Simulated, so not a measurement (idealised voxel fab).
process module | voxel transistor to metal
cross-section cut | 265 nm wide | cells 5 nm
A cross-section is a grid of square cells, given in bands from the top down. A band is one or more rows of cells.
Each band's line starts with the height of the band's top and of its bottom, in nm. Then come its materials from left to right, each with its width in nm. One material with "throughout" fills the band from edge to edge. "air" is empty space.
Height 0 is the level under which the wafer as received is all one material. The lowest band goes on downwards, as in "0 down".
A width such as "30 to 40" changes by the same amount from each row of cells to the next, from the band's top row to its bottom row.
"no change" after a step means that no cell of the cross-section changed.
closed voids: empty space of 8 cells or more with no open way to the top, each as width x height at its distance from the left edge, in nm
after a step's settings: what the simulator itself notes on the step
overlay nm, on a step with a mask: how far to the right of its planned place the mask lay; to the left if negative
Each pair below shows a cross-section before one step and the cross-section after it, down to the lowest band that changed. The line under each pair gives the step between them, with its settings. The pairs can come from different runs of this module on the same starting wafer, so a pair continues from the pair above only where its "before" says so.
before
  65 to 60: aC 10 | air 115 | aC 15 | air 115 | aC 10
  60 to 50: aC throughout
  50 to 45: SiCN 10 | aC 115 | SiCN 15 | aC 115 | SiCN 10
  45 to 20: SiCN throughout
  20 to 15: polySi 10 | SiCN 115 | polySi 15 | SiCN 115 | polySi 10
  15 to 0: polySi throughout
  0 to -5: SiO2 10 | polySi 115 | SiO2 15 | polySi 115 | SiO2 10
  -5 to -10: SiO2 throughout
  -10 to -40: SiO2 20 | Si 95 | SiO2 35 | Si 95 | SiO2 20
  -40 down: Si throughout
  closed voids: none
after
  100 to 65: air 60 | resist 15 | air 115 | resist 15 | air 60
  65 to 60: aC 10 | air 50 | resist 15 | air 50 | aC 15 | air 50 | resist 15 | air 50 | aC 10
  below 60: unchanged
  closed voids: none
the step between: op PATTERN | tone cover | mask id GATE | material resist | width nm 15 | pitch nm 130 | thk nm 35 | overlay nm 0
before: the cross-section after the pair above
after
  85 to 60: air 60 | resist 15 | air 115 | resist 15 | air 60
  60 to 50: air 60 | aC 15 | air 115 | aC 15 | air 60
  50 to 45: SiCN 10 | air 50 | aC 15 | air 50 | SiCN 15 | air 50 | aC 15 | air 50 | SiCN 10
  below 45: unchanged
  closed voids: none
the step between: op DIRECTIONAL_ETCH | etch materials aC | depth nm 15
before: the cross-section after the pair above
after
  60 to 50: air 60 | aC 15 | air 115 | aC 15 | air 60
  below 50: unchanged
  closed voids: none
the step between: op STRIP | etch materials resist
before: the cross-section after the pair above
after
  60 to 45: air 60 | aC 15 | air 115 | aC 15 | air 60
  45 to 25: air 60 | SiCN 15 | air 115 | SiCN 15 | air 60
  25 to 20: SiCN 10 | air 50 | SiCN 15 | air 50 | SiCN 15 | air 50 | SiCN 15 | air 50 | SiCN 10
  below 20: unchanged
  closed voids: none
the step between: op DIRECTIONAL_ETCH | etch materials SiCN | depth nm 25
before: the cross-section after the pair above
after
  45 to 25: air 60 | SiCN 15 | air 115 | SiCN 15 | air 60
  below 25: unchanged
  closed voids: none
the step between: op STRIP | etch materials aC
before: the cross-section after the pair above
after
  50 to 45: air 55 | SiO2 25 | air 105 | SiO2 25 | air 55
  45 to 30: air 55 | SiO2 5 | SiCN 15 | SiO2 5 | air 105 | SiO2 5 | SiCN 15 | SiO2 5 | air 55
  30 to 25: SiO2 15 | air 40 | SiO2 5 | SiCN 15 | SiO2 5 | air 40 | SiO2 25 | air 40 | SiO2 5 | SiCN 15 | SiO2 5 | air 40 | SiO2 15
  25 to 20: SiCN 10 | SiO2 50 | SiCN 15 | SiO2 50 | SiCN 15 | SiO2 50 | SiCN 15 | SiO2 50 | SiCN 10
  below 20: unchanged
  closed voids: none
the step between: op CONFORMAL_DEP | material SiO2 | thk nm 5
before: the cross-section after the pair above
after
  45 to 25: air 55 | SiO2 5 | SiCN 15 | SiO2 5 | air 105 | SiO2 5 | SiCN 15 | SiO2 5 | air 55
  25 to 20: SiCN 10 | SiO2 5 | air 40 | SiO2 5 | SiCN 15 | SiO2 5 | air 40 | SiO2 5 | SiCN 15 | SiO2 5 | air 40 | SiO2 5 | SiCN 15 | SiO2 5 | air 40 | SiO2 5 | SiCN 10
  below 20: unchanged
  closed voids: none
the step between: op DIRECTIONAL_ETCH | etch materials SiO2 | depth nm 5
before: the cross-section after the pair above
after
  55 to 45: air 45 | SiN 45 | air 85 | SiN 45 | air 45
  45 to 35: air 45 | SiN 10 | SiO2 5 | SiCN 15 | SiO2 5 | SiN 10 | air 85 | SiN 10 | SiO2 5 | SiCN 15 | SiO2 5 | SiN 10 | air 45
  35 to 30: SiN 25 | air 20 | SiN 10 | SiO2 5 | SiCN 15 | SiO2 5 | SiN 10 | air 20 | SiN 45 | air 20 | SiN 10 | SiO2 5 | SiCN 15 | SiO2 5 | SiN 10 | air 20 | SiN 25
  30 to 25: SiN 55 | SiO2 5 | SiCN 15 | SiO2 5 | SiN 105 | SiO2 5 | SiCN 15 | SiO2 5 | SiN 55
  25 to 20: SiCN 10 | SiO2 5 | SiN 40 | SiO2 5 | SiCN 15 | SiO2 5 | SiN 40 | SiO2 5 | SiCN 15 | SiO2 5 | SiN 40 | SiO2 5 | SiCN 15 | SiO2 5 | SiN 40 | SiO2 5 | SiCN 10
  below 20: unchanged
  closed voids: none
the step between: op CONFORMAL_DEP | material SiN | thk nm 10
before: the cross-section after the pair above
after
  45 to 25: air 45 | SiN 10 | SiO2 5 | SiCN 15 | SiO2 5 | SiN 10 | air 85 | SiN 10 | SiO2 5 | SiCN 15 | SiO2 5 | SiN 10 | air 45
  25 to 20: SiCN 10 | SiO2 5 | SiN 10 | air 20 | SiN 10 | SiO2 5 | SiCN 15 | SiO2 5 | SiN 10 | air 20 | SiN 10 | SiO2 5 | SiCN 15 | SiO2 5 | SiN 10 | air 20 | SiN 10 | SiO2 5 | SiCN 15 | SiO2 5 | SiN 10 | air 20 | SiN 10 | SiO2 5 | SiCN 10
  below 20: unchanged
  closed voids: none
the step between: op DIRECTIONAL_ETCH | etch materials SiN | depth nm 10
before: the cross-section after the pair above
after
  45 to 40: air 45 | SiN 10 | air 5 | SiCN 15 | air 5 | SiN 10 | air 85 | SiN 10 | air 5 | SiCN 15 | air 5 | SiN 10 | air 45
  40 to 25: air 45 | SiN 10 | SiO2 5 | SiCN 15 | SiO2 5 | SiN 10 | air 85 | SiN 10 | SiO2 5 | SiCN 15 | SiO2 5 | SiN 10 | air 45
  25 to 20: SiCN 10 | air 5 | SiN 10 | air 20 | SiN 10 | SiO2 5 | SiCN 15 | SiO2 5 | SiN 10 | air 20 | SiN 10 | air 5 | SiCN 15 | air 5 | SiN 10 | air 20 | SiN 10 | SiO2 5 | SiCN 15 | SiO2 5 | SiN 10 | air 20 | SiN 10 | air 5 | SiCN 10
  below 20: unchanged
  closed voids: none
the step between: op DIRECTIONAL_ETCH | etch materials SiO2 | depth nm 5
before: the cross-section after the pair above
after
  55 to 45: SiO2 throughout
  45 to 25: SiO2 45 | SiN 10 | SiO2 5 | SiCN 15 | SiO2 5 | SiN 10 | SiO2 85 | SiN 10 | SiO2 5 | SiCN 15 | SiO2 5 | SiN 10 | SiO2 45
  25 to 20: SiCN 10 | SiO2 5 | SiN 10 | SiO2 20 | SiN 10 | SiO2 5 | SiCN 15 | SiO2 5 | SiN 10 | SiO2 20 | SiN 10 | SiO2 5 | SiCN 15 | SiO2 5 | SiN 10 | SiO2 20 | SiN 10 | SiO2 5 | SiCN 15 | SiO2 5 | SiN 10 | SiO2 20 | SiN 10 | SiO2 5 | SiCN 10
  below 20: unchanged
  closed voids: none
the step between: op FILL_DEP | material SiO2 | thk nm 10
before: the cross-section after the pair above
after
  30 to 25: SiO2 45 | SiN 10 | SiO2 5 | SiCN 15 | SiO2 5 | SiN 10 | SiO2 85 | SiN 10 | SiO2 5 | SiCN 15 | SiO2 5 | SiN 10 | SiO2 45
  below 25: unchanged
  closed voids: none
the step between: op CMP | height nm 30
before: the cross-section after the pair above
after
  40 to 30: SiO2 throughout
  below 30: unchanged
  closed voids: none
the step between: op DIRECTIONAL_DEP | material SiO2 | thk nm 10
before: the cross-section after the pair above
after
  55 to 40: aC throughout
  below 40: unchanged
  closed voids: none
the step between: op DIRECTIONAL_DEP | material aC | thk nm 15
before: the cross-section after the pair above
after
  90 to 55: resist 20 | air 35 | resist 25 | air 35 | resist 35 | air 35 | resist 25 | air 35 | resist 20
  below 55: unchanged
  closed voids: none
the step between: op PATTERN | tone open | mask id CONTACT | material resist | width nm 35 | thk nm 35 | overlay nm 0
before: the cross-section after the pair above
after
  75 to 55: resist 20 | air 35 | resist 25 | air 35 | resist 35 | air 35 | resist 25 | air 35 | resist 20
  55 to 40: aC 20 | air 35 | aC 25 | air 35 | aC 35 | air 35 | aC 25 | air 35 | aC 20
  below 40: unchanged
  closed voids: none
the step between: op DIRECTIONAL_ETCH | etch materials aC | depth nm 15
before: the cross-section after the pair above
after
  55 to 40: aC 20 | air 35 | aC 25 | air 35 | aC 35 | air 35 | aC 25 | air 35 | aC 20
  below 40: unchanged
  closed voids: none
the step between: op STRIP | etch materials resist
before: the cross-section after the pair above
after
  55 to 40: aC 20 | air 35 | aC 25 | air 35 | aC 35 | air 35 | aC 25 | air 35 | aC 20
  40 to 30: SiO2 20 | air 35 | SiO2 25 | air 35 | SiO2 35 | air 35 | SiO2 25 | air 35 | SiO2 20
  30 to 25: SiO2 20 | air 25 | SiN 10 | SiO2 5 | SiCN 15 | SiO2 5 | SiN 10 | air 25 | SiO2 35 | air 25 | SiN 10 | SiO2 5 | SiCN 15 | SiO2 5 | SiN 10 | air 25 | SiO2 20
  25 to 20: SiCN 10 | SiO2 5 | SiN 10 | air 20 | SiN 10 | SiO2 5 | SiCN 15 | SiO2 5 | SiN 10 | air 20 | SiN 10 | SiO2 5 | SiCN 15 | SiO2 5 | SiN 10 | air 20 | SiN 10 | SiO2 5 | SiCN 15 | SiO2 5 | SiN 10 | air 20 | SiN 10 | SiO2 5 | SiCN 10
  below 20: unchanged
  closed voids: none
the step between: op DIRECTIONAL_ETCH | etch materials SiO2 | depth nm 35
before: the cross-section after the pair above
after
  40 to 30: SiO2 20 | air 35 | SiO2 25 | air 35 | SiO2 35 | air 35 | SiO2 25 | air 35 | SiO2 20
  below 30: unchanged
  closed voids: none
the step between: op STRIP | etch materials aC
before: the cross-section after the pair above
after
  45 to 40: TiN 25 | air 25 | TiN 35 | air 25 | TiN 45 | air 25 | TiN 35 | air 25 | TiN 25
  40 to 30: SiO2 20 | TiN 5 | air 25 to 15 | TiN 5 to 15 | SiO2 25 | TiN 5 to 15 | air 25 to 15 | TiN 5 | SiO2 35 | TiN 5 | air 25 to 15 | TiN 5 to 15 | SiO2 25 | TiN 5 to 15 | air 25 to 15 | TiN 5 | SiO2 20
  30 to 25: SiO2 20 | TiN 10 | air 10 | TiN 5 | SiN 10 | SiO2 5 | SiCN 15 | SiO2 5 | SiN 10 | TiN 5 | air 10 | TiN 10 | SiO2 35 | TiN 10 | air 10 | TiN 5 | SiN 10 | SiO2 5 | SiCN 15 | SiO2 5 | SiN 10 | TiN 5 | air 10 | TiN 10 | SiO2 20
  25 to 20: SiCN 10 | SiO2 5 | SiN 10 | TiN 20 | SiN 10 | SiO2 5 | SiCN 15 | SiO2 5 | SiN 10 | TiN 20 | SiN 10 | SiO2 5 | SiCN 15 | SiO2 5 | SiN 10 | TiN 20 | SiN 10 | SiO2 5 | SiCN 15 | SiO2 5 | SiN 10 | TiN 20 | SiN 10 | SiO2 5 | SiCN 10
  below 20: unchanged
  closed voids: none
the step between: op CONFORMAL_DEP | material TiN | thk nm 5
before: the cross-section after the pair above
after
  55 to 45: Ru throughout
  45 to 40: TiN 25 | Ru 25 | TiN 35 | Ru 25 | TiN 45 | Ru 25 | TiN 35 | Ru 25 | TiN 25
  40 to 30: SiO2 20 | TiN 5 | Ru 25 to 15 | TiN 5 to 15 | SiO2 25 | TiN 5 to 15 | Ru 25 to 15 | TiN 5 | SiO2 35 | TiN 5 | Ru 25 to 15 | TiN 5 to 15 | SiO2 25 | TiN 5 to 15 | Ru 25 to 15 | TiN 5 | SiO2 20
  30 to 25: SiO2 20 | TiN 10 | Ru 10 | TiN 5 | SiN 10 | SiO2 5 | SiCN 15 | SiO2 5 | SiN 10 | TiN 5 | Ru 10 | TiN 10 | SiO2 35 | TiN 10 | Ru 10 | TiN 5 | SiN 10 | SiO2 5 | SiCN 15 | SiO2 5 | SiN 10 | TiN 5 | Ru 10 | TiN 10 | SiO2 20
  below 25: unchanged
  closed voids: none
the step between: op FILL_DEP | material Ru | thk nm 10
before: the cross-section after the pair above
after
  40 to 30: SiO2 20 | TiN 5 | Ru 25 to 15 | TiN 5 to 15 | SiO2 25 | TiN 5 to 15 | Ru 25 to 15 | TiN 5 | SiO2 35 | TiN 5 | Ru 25 to 15 | TiN 5 to 15 | SiO2 25 | TiN 5 to 15 | Ru 25 to 15 | TiN 5 | SiO2 20
  below 30: unchanged
  closed voids: none
the step between: op CMP | height nm 40
before: the cross-section after the pair above
after
  45 to 40: SiN throughout
  below 40: unchanged
  closed voids: none
the step between: op CONFORMAL_DEP | material SiN | thk nm 5
before: the cross-section after the pair above
after
  65 to 45: SiO2 throughout
  below 45: unchanged
  closed voids: none
the step between: op DIRECTIONAL_DEP | material SiO2 | thk nm 20
before: the cross-section after the pair above
after
  65 to 45: SiO2 20 | air 20 | SiO2 55 | air 20 | SiO2 35 | air 20 | SiO2 55 | air 20 | SiO2 20
  below 45: unchanged
  closed voids: none
the step between: op MASKED_ETCH | tone open | mask id METAL_1 | width nm 20 | etch materials SiO2 | depth nm 20 | overlay nm 0
before: the cross-section after the pair above
after
  65 to 45: SiO2 20 | air 20 | SiO2 55 | air 20 | SiO2 35 | air 20 | SiO2 55 | air 20 | SiO2 20
  45 to 40: SiN 20 | air 20 | SiN 55 | air 20 | SiN 35 | air 20 | SiN 55 | air 20 | SiN 20
  below 40: unchanged
  closed voids: none
the step between: op MASKED_ETCH | tone open | mask id METAL_1 | width nm 20 | etch materials SiN | depth nm 5 | overlay nm 0
before: the cross-section after the pair above
after
  70 to 65: TiN 25 | air 10 | TiN 65 | air 10 | TiN 45 | air 10 | TiN 65 | air 10 | TiN 25
  65 to 45: SiO2 20 | TiN 5 | air 10 | TiN 5 | SiO2 55 | TiN 5 | air 10 | TiN 5 | SiO2 35 | TiN 5 | air 10 | TiN 5 | SiO2 55 | TiN 5 | air 10 | TiN 5 | SiO2 20
  45 to 40: SiN 20 | TiN 20 | SiN 55 | TiN 20 | SiN 35 | TiN 20 | SiN 55 | TiN 20 | SiN 20
  below 40: unchanged
  closed voids: none
the step between: op CONFORMAL_DEP | material TiN | thk nm 5
before: the cross-section after the pair above
after
  80 to 70: Cu throughout
  70 to 65: TiN 25 | Cu 10 | TiN 65 | Cu 10 | TiN 45 | Cu 10 | TiN 65 | Cu 10 | TiN 25
  65 to 45: SiO2 20 | TiN 5 | Cu 10 | TiN 5 | SiO2 55 | TiN 5 | Cu 10 | TiN 5 | SiO2 35 | TiN 5 | Cu 10 | TiN 5 | SiO2 55 | TiN 5 | Cu 10 | TiN 5 | SiO2 20
  below 45: unchanged
  closed voids: none
the step between: op FILL_DEP | material Cu | thk nm 10
before: the cross-section after the pair above
after
  65 to 45: SiO2 20 | TiN 5 | Cu 10 | TiN 5 | SiO2 55 | TiN 5 | Cu 10 | TiN 5 | SiO2 35 | TiN 5 | Cu 10 | TiN 5 | SiO2 55 | TiN 5 | Cu 10 | TiN 5 | SiO2 20
  below 45: unchanged
  closed voids: none
the step between: op CMP | height nm 65
before: the cross-section after the pair above
after
  70 to 65: SiCN throughout
  below 65: unchanged
  closed voids: none
the step between: op CONFORMAL_DEP | material SiCN | thk nm 5
before
  40 to 30: SiO2 20 | TiN 5 | Ru 25 to 15 | TiN 5 to 15 | SiO2 25 | TiN 5 to 15 | Ru 25 to 15 | TiN 5 | SiO2 35 | TiN 5 | Ru 25 to 15 | TiN 5 to 15 | SiO2 25 | TiN 5 to 15 | Ru 25 to 15 | TiN 5 | SiO2 20
  30 to 15: SiO2 20 | TiN 5 | Ru 15 | TiN 5 | SiN 10 | SiO2 5 | SiCN 15 | SiO2 5 | SiN 10 | TiN 5 | Ru 15 | TiN 5 | SiO2 35 | TiN 5 | Ru 15 | TiN 5 | SiN 10 | SiO2 5 | SiCN 15 | SiO2 5 | SiN 10 | TiN 5 | Ru 15 | TiN 5 | SiO2 20
  15 to 10: SiO2 20 | TiN 5 | Ru 15 | TiN 5 | SiN 10 | SiO2 5 | polySi 15 | SiO2 5 | SiN 10 | TiN 5 | Ru 15 | TiN 5 | SiO2 35 | TiN 5 | Ru 15 | TiN 5 | SiN 10 | SiO2 5 | polySi 15 | SiO2 5 | SiN 10 | TiN 5 | Ru 15 | TiN 5 | SiO2 20
  10 to 5: SiO2 20 | TiN 25 | SiN 10 | SiO2 5 | polySi 15 | SiO2 5 | SiN 10 | TiN 25 | SiO2 35 | TiN 25 | SiN 10 | SiO2 5 | polySi 15 | SiO2 5 | SiN 10 | TiN 25 | SiO2 20
  5 to 0: SiO2 20 | SiGe 25 | SiN 10 | SiO2 5 | polySi 15 | SiO2 5 | SiN 10 | SiGe 25 | SiO2 35 | SiGe 25 | SiN 10 | SiO2 5 | polySi 15 | SiO2 5 | SiN 10 | SiGe 25 | SiO2 20
  0 to -5: SiO2 15 | SiN 10 | SiGe 20 | SiN 10 | SiO2 5 | polySi 15 | SiO2 5 | SiN 10 | SiGe 20 | SiN 10 | SiO2 25 | SiN 10 | SiGe 20 | SiN 10 | SiO2 5 | polySi 15 | SiO2 5 | SiN 10 | SiGe 20 | SiN 10 | SiO2 15
  -5 to -10: SiO2 25 | SiGe 20 | SiO2 45 | SiGe 20 | SiO2 45 | SiGe 20 | SiO2 45 | SiGe 20 | SiO2 25
  -10 to -25: SiO2 20 | Si 5 | SiGe 20 | Si 45 | SiGe 20 | Si 5 | SiO2 35 | Si 5 | SiGe 20 | Si 45 | SiGe 20 | Si 5 | SiO2 20
  -25 to -40: SiO2 20 | Si 95 | SiO2 35 | Si 95 | SiO2 20
  -40 down: Si throughout
  closed voids: none
after
  60 to 40: SiO2 throughout
  below 40: unchanged
  closed voids: none
the step between: op DIRECTIONAL_DEP | material SiO2 | thk nm 20
before: the cross-section after the pair above
after
  65 to 60: SiN throughout
  below 60: unchanged
  closed voids: none
the step between: op CONFORMAL_DEP | material SiN | thk nm 5
before: the cross-section after the pair above
after
  65 to 60: SiN 20 | air 20 | SiN 55 | air 20 | SiN 35 | air 20 | SiN 55 | air 20 | SiN 20
  below 60: unchanged
  closed voids: none
the step between: op MASKED_ETCH | tone open | mask id METAL_1 | width nm 20 | etch materials SiN | depth nm 5 | overlay nm 0
before: the cross-section after the pair above
after
  70 to 65: TiN 25 | air 10 | TiN 65 | air 10 | TiN 45 | air 10 | TiN 65 | air 10 | TiN 25
  65 to 60: SiN 20 | TiN 20 | SiN 55 | TiN 20 | SiN 35 | TiN 20 | SiN 55 | TiN 20 | SiN 20
  below 60: unchanged
  closed voids: none
the step between: op CONFORMAL_DEP | material TiN | thk nm 5
before: the cross-section after the pair above
after
  80 to 70: Cu throughout
  70 to 65: TiN 25 | Cu 10 | TiN 65 | Cu 10 | TiN 45 | Cu 10 | TiN 65 | Cu 10 | TiN 25
  below 65: unchanged
  closed voids: none
the step between: op FILL_DEP | material Cu | thk nm 10
before: the cross-section after the pair above
after
  65 to 60: SiN 20 | TiN 20 | SiN 55 | TiN 20 | SiN 35 | TiN 20 | SiN 55 | TiN 20 | SiN 20
  below 60: unchanged
  closed voids: none
the step between: op CMP | height nm 65
before: the cross-section after the pair above
after
  70 to 65: SiCN throughout
  below 65: unchanged
  closed voids: none
the step between: op CONFORMAL_DEP | material SiCN | thk nm 5
before
  40 to 30: air 45 | SiN 45 | air 85 | SiN 45 | air 45
  30 to 15: air 45 | SiN 10 | SiO2 5 | SiCN 15 | SiO2 5 | SiN 10 | air 85 | SiN 10 | SiO2 5 | SiCN 15 | SiO2 5 | SiN 10 | air 45
  15 to 10: air 45 | SiN 10 | SiO2 5 | polySi 15 | SiO2 5 | SiN 10 | air 85 | SiN 10 | SiO2 5 | polySi 15 | SiO2 5 | SiN 10 | air 45
  10 to 5: SiN 25 | air 20 | SiN 10 | SiO2 5 | polySi 15 | SiO2 5 | SiN 10 | air 20 | SiN 45 | air 20 | SiN 10 | SiO2 5 | polySi 15 | SiO2 5 | SiN 10 | air 20 | SiN 25
  5 to 0: SiN 55 | SiO2 5 | polySi 15 | SiO2 5 | SiN 105 | SiO2 5 | polySi 15 | SiO2 5 | SiN 55
  0 to -5: SiO2 15 | SiN 40 | SiO2 5 | polySi 15 | SiO2 5 | SiN 40 | SiO2 25 | SiN 40 | SiO2 5 | polySi 15 | SiO2 5 | SiN 40 | SiO2 15
  -5 to -10: SiO2 throughout
  -10 to -40: SiO2 20 | Si 95 | SiO2 35 | Si 95 | SiO2 20
  -40 down: Si throughout
  closed voids: none
after
  30 to 25: air 55 | SiO2 5 | SiCN 15 | SiO2 5 | air 105 | SiO2 5 | SiCN 15 | SiO2 5 | air 55
  25 to 15: air 45 | SiN 10 | SiO2 5 | SiCN 15 | SiO2 5 | SiN 10 | air 85 | SiN 10 | SiO2 5 | SiCN 15 | SiO2 5 | SiN 10 | air 45
  15 to 0: air 45 | SiN 10 | SiO2 5 | polySi 15 | SiO2 5 | SiN 10 | air 85 | SiN 10 | SiO2 5 | polySi 15 | SiO2 5 | SiN 10 | air 45
  0 to -5: SiO2 15 | air 30 | SiN 10 | SiO2 5 | polySi 15 | SiO2 5 | SiN 10 | air 30 | SiO2 25 | air 30 | SiN 10 | SiO2 5 | polySi 15 | SiO2 5 | SiN 10 | air 30 | SiO2 15
  below -5: unchanged
  closed voids: none
the step between: op DIRECTIONAL_ETCH | etch materials SiN | depth nm 15
before: the cross-section after the pair above
after
  30 to 25: air 60 | SiCN 15 | air 115 | SiCN 15 | air 60
  25 to 15: air 45 | SiN 10 | SiO2 5 | SiCN 15 | SiO2 5 | SiN 10 | air 85 | SiN 10 | SiO2 5 | SiCN 15 | SiO2 5 | SiN 10 | air 45
  15 to -5: air 45 | SiN 10 | SiO2 5 | polySi 15 | SiO2 5 | SiN 10 | air 85 | SiN 10 | SiO2 5 | polySi 15 | SiO2 5 | SiN 10 | air 45
  -5 to -10: SiO2 15 | air 30 | SiO2 45 | air 30 | SiO2 25 | air 30 | SiO2 45 | air 30 | SiO2 15
  below -10: unchanged
  closed voids: none
the step between: op DIRECTIONAL_ETCH | etch materials SiO2 | depth nm 5
before: the cross-section after the pair above
after
  30 to 25: air 60 | SiCN 15 | air 115 | SiCN 15 | air 60
  25 to 15: air 45 | SiN 10 | SiO2 5 | SiCN 15 | SiO2 5 | SiN 10 | air 85 | SiN 10 | SiO2 5 | SiCN 15 | SiO2 5 | SiN 10 | air 45
  15 to -5: air 45 | SiN 10 | SiO2 5 | polySi 15 | SiO2 5 | SiN 10 | air 85 | SiN 10 | SiO2 5 | polySi 15 | SiO2 5 | SiN 10 | air 45
  -5 to -10: SiO2 15 | air 30 | SiO2 45 | air 30 | SiO2 25 | air 30 | SiO2 45 | air 30 | SiO2 15
  -10 to -25: SiO2 20 | air 25 | Si 45 | air 25 | SiO2 35 | air 25 | Si 45 | air 25 | SiO2 20
  below -25: unchanged
  closed voids: none
the step between: op DIRECTIONAL_ETCH | etch materials Si | depth nm 15
before: the cross-section after the pair above
after
  30 to 25: air 60 | SiCN 15 | air 115 | SiCN 15 | air 60
  25 to 15: air 45 | SiN 10 | SiO2 5 | SiCN 15 | SiO2 5 | SiN 10 | air 85 | SiN 10 | SiO2 5 | SiCN 15 | SiO2 5 | SiN 10 | air 45
  15 to 5: air 45 | SiN 10 | SiO2 5 | polySi 15 | SiO2 5 | SiN 10 | air 85 | SiN 10 | SiO2 5 | polySi 15 | SiO2 5 | SiN 10 | air 45
  5 to -5: air 30 | SiGe 15 | SiN 10 | SiO2 5 | polySi 15 | SiO2 5 | SiN 10 | SiGe 15 | air 55 | SiGe 15 | SiN 10 | SiO2 5 | polySi 15 | SiO2 5 | SiN 10 | SiGe 15 | air 30
  -5 to -10: SiO2 15 | air 15 | SiGe 15 | SiO2 45 | SiGe 15 | air 15 | SiO2 25 | air 15 | SiGe 15 | SiO2 45 | SiGe 15 | air 15 | SiO2 15
  -10 to -25: SiO2 20 | SiGe 25 | Si 45 | SiGe 25 | SiO2 35 | SiGe 25 | Si 45 | SiGe 25 | SiO2 20
  below -25: unchanged
  closed voids: none
the step between: op EPI | material SiGe | thk nm 15
before: the cross-section after the pair above
after
  40 to 30: SiO2 throughout
  30 to 25: SiO2 60 | SiCN 15 | SiO2 115 | SiCN 15 | SiO2 60
  25 to 15: SiO2 45 | SiN 10 | SiO2 5 | SiCN 15 | SiO2 5 | SiN 10 | SiO2 85 | SiN 10 | SiO2 5 | SiCN 15 | SiO2 5 | SiN 10 | SiO2 45
  15 to 5: SiO2 45 | SiN 10 | SiO2 5 | polySi 15 | SiO2 5 | SiN 10 | SiO2 85 | SiN 10 | SiO2 5 | polySi 15 | SiO2 5 | SiN 10 | SiO2 45
  5 to -5: SiO2 30 | SiGe 15 | SiN 10 | SiO2 5 | polySi 15 | SiO2 5 | SiN 10 | SiGe 15 | SiO2 55 | SiGe 15 | SiN 10 | SiO2 5 | polySi 15 | SiO2 5 | SiN 10 | SiGe 15 | SiO2 30
  -5 to -10: SiO2 30 | SiGe 15 | SiO2 45 | SiGe 15 | SiO2 55 | SiGe 15 | SiO2 45 | SiGe 15 | SiO2 30
  below -10: unchanged
  closed voids: none
the step between: op FILL_DEP | material SiO2 | thk nm 10
before: the cross-section after the pair above
after
  30 to 25: SiO2 60 | SiCN 15 | SiO2 115 | SiCN 15 | SiO2 60
  below 25: unchanged
  closed voids: none
the step between: op CMP | height nm 30
before: the cross-section after the pair above
after
  40 to 30: SiO2 throughout
  below 30: unchanged
  closed voids: none
the step between: op DIRECTIONAL_DEP | material SiO2 | thk nm 10
before: the cross-section after the pair above
after
  55 to 40: aC throughout
  below 40: unchanged
  closed voids: none
the step between: op DIRECTIONAL_DEP | material aC | thk nm 15
before: the cross-section after the pair above
after
  90 to 55: resist 20 | air 35 | resist 25 | air 35 | resist 35 | air 35 | resist 25 | air 35 | resist 20
  below 55: unchanged
  closed voids: none
the step between: op PATTERN | tone open | mask id CONTACT | material resist | width nm 35 | thk nm 35 | overlay nm 0
before: the cross-section after the pair above
after
  75 to 55: resist 20 | air 35 | resist 25 | air 35 | resist 35 | air 35 | resist 25 | air 35 | resist 20
  55 to 40: aC 20 | air 35 | aC 25 | air 35 | aC 35 | air 35 | aC 25 | air 35 | aC 20
  below 40: unchanged
  closed voids: none
the step between: op DIRECTIONAL_ETCH | etch materials aC | depth nm 15
before: the cross-section after the pair above
after
  55 to 40: aC 20 | air 35 | aC 25 | air 35 | aC 35 | air 35 | aC 25 | air 35 | aC 20
  below 40: unchanged
  closed voids: none
the step between: op STRIP | etch materials resist
before: the cross-section after the pair above
after
  55 to 40: aC 20 | air 35 | aC 25 | air 35 | aC 35 | air 35 | aC 25 | air 35 | aC 20
  40 to 30: SiO2 20 | air 35 | SiO2 25 | air 35 | SiO2 35 | air 35 | SiO2 25 | air 35 | SiO2 20
  30 to 25: SiO2 20 | air 35 | SiO2 5 | SiCN 15 | SiO2 5 | air 35 | SiO2 35 | air 35 | SiO2 5 | SiCN 15 | SiO2 5 | air 35 | SiO2 20
  25 to 15: SiO2 20 | air 25 | SiN 10 | SiO2 5 | SiCN 15 | SiO2 5 | SiN 10 | air 25 | SiO2 35 | air 25 | SiN 10 | SiO2 5 | SiCN 15 | SiO2 5 | SiN 10 | air 25 | SiO2 20
  15 to 5: SiO2 20 | air 25 | SiN 10 | SiO2 5 | polySi 15 | SiO2 5 | SiN 10 | air 25 | SiO2 35 | air 25 | SiN 10 | SiO2 5 | polySi 15 | SiO2 5 | SiN 10 | air 25 | SiO2 20
  below 5: unchanged
  closed voids: none
the step between: op DIRECTIONAL_ETCH | etch materials SiO2 | depth nm 35
before: the cross-section after the pair above
after
  40 to 30: SiO2 20 | air 35 | SiO2 25 | air 35 | SiO2 35 | air 35 | SiO2 25 | air 35 | SiO2 20
  below 30: unchanged
  closed voids: none
the step between: op STRIP | etch materials aC
before: the cross-section after the pair above
after
  45 to 40: TiN 25 | air 25 | TiN 35 | air 25 | TiN 45 | air 25 | TiN 35 | air 25 | TiN 25
  40 to 30: SiO2 20 | TiN 5 | air 25 | TiN 5 | SiO2 25 | TiN 5 | air 25 | TiN 5 | SiO2 35 | TiN 5 | air 25 | TiN 5 | SiO2 25 | TiN 5 | air 25 | TiN 5 | SiO2 20
  30 to 25: SiO2 20 | TiN 5 | air 15 | TiN 15 | SiO2 5 | SiCN 15 | SiO2 5 | TiN 15 | air 15 | TiN 5 | SiO2 35 | TiN 5 | air 15 | TiN 15 | SiO2 5 | SiCN 15 | SiO2 5 | TiN 15 | air 15 | TiN 5 | SiO2 20
  25 to 15: SiO2 20 | TiN 5 | air 15 | TiN 5 | SiN 10 | SiO2 5 | SiCN 15 | SiO2 5 | SiN 10 | TiN 5 | air 15 | TiN 5 | SiO2 35 | TiN 5 | air 15 | TiN 5 | SiN 10 | SiO2 5 | SiCN 15 | SiO2 5 | SiN 10 | TiN 5 | air 15 | TiN 5 | SiO2 20
  15 to 10: SiO2 20 | TiN 5 | air 15 | TiN 5 | SiN 10 | SiO2 5 | polySi 15 | SiO2 5 | SiN 10 | TiN 5 | air 15 | TiN 5 | SiO2 35 | TiN 5 | air 15 | TiN 5 | SiN 10 | SiO2 5 | polySi 15 | SiO2 5 | SiN 10 | TiN 5 | air 15 | TiN 5 | SiO2 20
  10 to 5: SiO2 20 | TiN 25 | SiN 10 | SiO2 5 | polySi 15 | SiO2 5 | SiN 10 | TiN 25 | SiO2 35 | TiN 25 | SiN 10 | SiO2 5 | polySi 15 | SiO2 5 | SiN 10 | TiN 25 | SiO2 20
  below 5: unchanged
  closed voids: none
the step between: op CONFORMAL_DEP | material TiN | thk nm 5
